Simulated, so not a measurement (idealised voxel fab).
Proc. module: voxel fin reveal
Cross-sectional view cut (width: 270 nm; square cell size: 5 nm).
A cross-section in this document is a grid of square cells, and it is written down as bands, the top band listed before the ones below it; a band is made up of one or more rows of cells. Per band: top height and bottom height in nm, followed by the left-to-right materials and their widths in nm; "everywhere" marks a single material spanning edge to edge, "blank" marks empty space. Convention: height 0 is the level below which the wafer, as received, is all one material. The lowest band does not terminate at the bottom but continues downward, represented as "top 0, no bottom". The expression "30->40" gives the width at the extremes of the band, the first number at its top row of cells and the second at its bottom row, with the width changing by equal amounts from each row to the next in between. For the purposes of this document, the phrase "no alterations made" attached to a step denotes that no cell within the cross-section was modified by that step. Heads up: "Entrapped void list" only lists the empty pockets with no open path to the top that are 8 cells or more, and it writes them as width x height at distance, distance from the left edge, in nm. Whatever follows a step's settings on its line is a remark the simulator itself makes about that step. The line of a step may include "overlay nm". On a step with a mask, this value is how far to the right of its planned place the mask lay. A negative value means the mask lay to the left.
-- Process steps (planned)
step 1: RECEIVE [material Si]
step 2: CONFORMAL_DEP [material SiN] [thk nm 5]
step 3: PATTERN [tone cover] [mask id FINS] [material resist] [width nm 15] [pitch nm 35] [thk nm 20] [overlay nm 0]
step 4: DIRECTIONAL_ETCH [etch materials SiN] [depth nm 5]
step 5: DIRECTIONAL_ETCH [etch materials Si] [depth nm 35]
step 6: STRIP [etch materials resist]
step 7: OXIDIZE [depth nm 5]
step 8: FILL_DEP [material SiO2] [thk nm 15]
step 9: CMP [height nm 5]
step 10: SELECTIVE_ETCH [etch materials SiO2] [depth nm 20]
step 11: STRIP [etch materials SiN]
step 12: CONFORMAL_DEP [material SiO2] [thk nm 5]
-- Cross-section of the wafer upon arrival, representing the state reached after step 1
> top 0, no bottom | Si everywhere
> Entrapped void list: none
-- The first of two wafers, cross-sectioned at the end of the module, with the run proceeding as planned
> top 5, bottom 0 | blank 75 | SiO2 15 | blank 20 | SiO2 15 | blank 20 | SiO2 15 | blank 20 | SiO2 15 | blank 75
> top 0, bottom -10 | blank 75 | SiO2 5 | Si 5 | SiO2 5 | blank 20 | SiO2 5 | Si 5 | SiO2 5 | blank 20 | SiO2 5 | Si 5 | SiO2 5 | blank 20 | SiO2 5 | Si 5 | SiO2 5 | blank 75
> top -10, bottom -40 | SiO2 80 | Si 5 | SiO2 30 | Si 5 | SiO2 30 | Si 5 | SiO2 30 | Si 5 | SiO2 80
> top -40, no bottom | Si everywhere
> Entrapped void list: none
-- Here is the second of the two wafers cut open at the end of the module - same start, same plan as the first one, but we made one mistake running it
> top 5, bottom 0 | blank 75 | SiN 15 | blank 20 | SiN 15 | blank 20 | SiN 15 | blank 20 | SiN 15 | blank 75
> top 0, bottom -10 | blank 75 | SiN 5 | Si 5 | SiN 5 | blank 20 | SiN 5 | Si 5 | SiN 5 | blank 20 | SiN 5 | Si 5 | SiN 5 | blank 20 | SiN 5 | Si 5 | SiN 5 | blank 75
> top -10, bottom -15 | SiN 80 | Si 5 | SiN 30 | Si 5 | SiN 30 | Si 5 | SiN 30 | Si 5 | SiN 80
> top -15, bottom -40 | SiO2 80 | Si 5 | SiO2 30 | Si 5 | SiO2 30 | Si 5 | SiO2 30 | Si 5 | SiO2 80
> top -40, no bottom | Si everywhere
> Entrapped void list: none
The plan and the run diverged here: step 12 was run on a setting that differed from the plan, and what really ran there is CONFORMAL_DEP [material SiN] [thk nm 5]
End check, counted in cells, second wafer has more or fewer of these materials than the first: SiN +78; SiO2 -78
